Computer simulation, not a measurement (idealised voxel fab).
A process module follows: voxel wiring stack.
Cross-section cut spans 195 nm and uses square cells 5 nm in size.
Bands, listed from the top down, are how a cross-section gets written in this document; the cross-section itself is a grid of square cells, and a band is one or more rows of them.
Top, bottom (nm), then materials left to right with widths (nm); lone material tagged "throughout" fills the whole band edge to edge; "empty" = empty space.
Height is counted from the level 0, under which the received wafer is composed throughout of one material. The lowest of the bands is not closed at the bottom but continues downward, in the notation "0 nm and below".
With a width like "30->40", each row of cells in the band differs from the next by the same amount, the top row carrying the first number and the bottom row the second.
"no alteration" (step): cross-section cells unchanged, all of them.
Reported under the label "Internal closed voids" are the empty spaces having no open way to the top and comprising 8 cells or more; the notation for each is width x height at distance, in which the distance is measured from the left edge and all three values are in nm.
On each step's line, the part that comes after the settings is the simulator's own comment on the step.
The "overlay nm" setting may appear on a step's line; for a step that uses a mask, it gives how far to the right of its planned position the mask lay, and a negative value indicates the left.
## Intended process steps
1 RECEIVE, material Si
2 CONFORMAL_DEP, material SiO2, thk nm 15
3 CONFORMAL_DEP, material SiCN, thk nm 5
4 DIRECTIONAL_DEP, material lowk, thk nm 20
5 MASKED_ETCH, tone open, mask id METAL_1, width nm 25, pitch nm 40, etch materials lowk, depth nm 20, overlay nm 0
6 MASKED_ETCH, tone open, mask id METAL_1, width nm 25, pitch nm 40, etch materials SiCN, depth nm 5, overlay nm 0
7 CONFORMAL_DEP, material TiN, thk nm 5
8 FILL_DEP, material Cu, thk nm 10
9 CMP, height nm 40
10 EPI, material Ru, thk nm 5
11 FILL_DEP, material SiCN, thk nm 5
12 DIRECTIONAL_DEP, material lowk, thk nm 15
13 DIRECTIONAL_DEP, material aC, thk nm 15
14 PATTERN, tone open, mask id METAL_2, material resist, width nm 25, pitch nm 40, thk nm 35, overlay nm 0
15 DIRECTIONAL_ETCH, etch materials aC, depth nm 15
16 STRIP, etch materials resist
17 DIRECTIONAL_ETCH, etch materials lowk, depth nm 15
18 STRIP, etch materials aC
19 PATTERN, tone open, mask id METAL_2_HOLES, material resist, width nm 15, pitch nm 40, thk nm 20, overlay nm 0
20 DIRECTIONAL_ETCH, etch materials lowk, depth nm 10
21 DIRECTIONAL_ETCH, etch materials SiCN, depth nm 5
22 STRIP, etch materials resist
23 CONFORMAL_DEP, material TiN, thk nm 5
24 FILL_DEP, material Cu, thk nm 10
25 CMP, height nm 75
26 CONFORMAL_DEP, material SiCN, thk nm 5
Wafers differ in thk nm at step 12; plan lists the first wafer's value; identical starting state.
## First of several wafers (as received, post step 1), cross-sectional view
    0 nm and below | Si throughout
    Internal closed voids: none
## wafer rows; end of module; cells per material since receipt: (+) gained, (-) lost; then closed voids
thk nm 15, +83 Cu, +14 Ru, +126 SiCN, +117 SiO2, +81 TiN, +203 lowk, Internal closed voids: none
thk nm 20, +46 Cu, +14 Ru, +126 SiCN, +117 SiO2, +85 TiN, +236 lowk, Internal closed voids: none
thk nm 25, +42 Cu, +14 Ru, +126 SiCN, +117 SiO2, +56 TiN, +269 lowk, Internal closed voids: none
thk nm 30, +34 Cu, +14 Ru, +132 SiCN, +117 SiO2, +48 TiN, +279 lowk, Internal closed voids: none
thk nm 35, +28 Cu, +14 Ru, +132 SiCN, +117 SiO2, +44 TiN, +289 lowk, Internal closed voids: none
thk nm 40, +26 Cu, +14 Ru, +132 SiCN, +117 SiO2, +36 TiN, +299 lowk, Internal closed voids: none
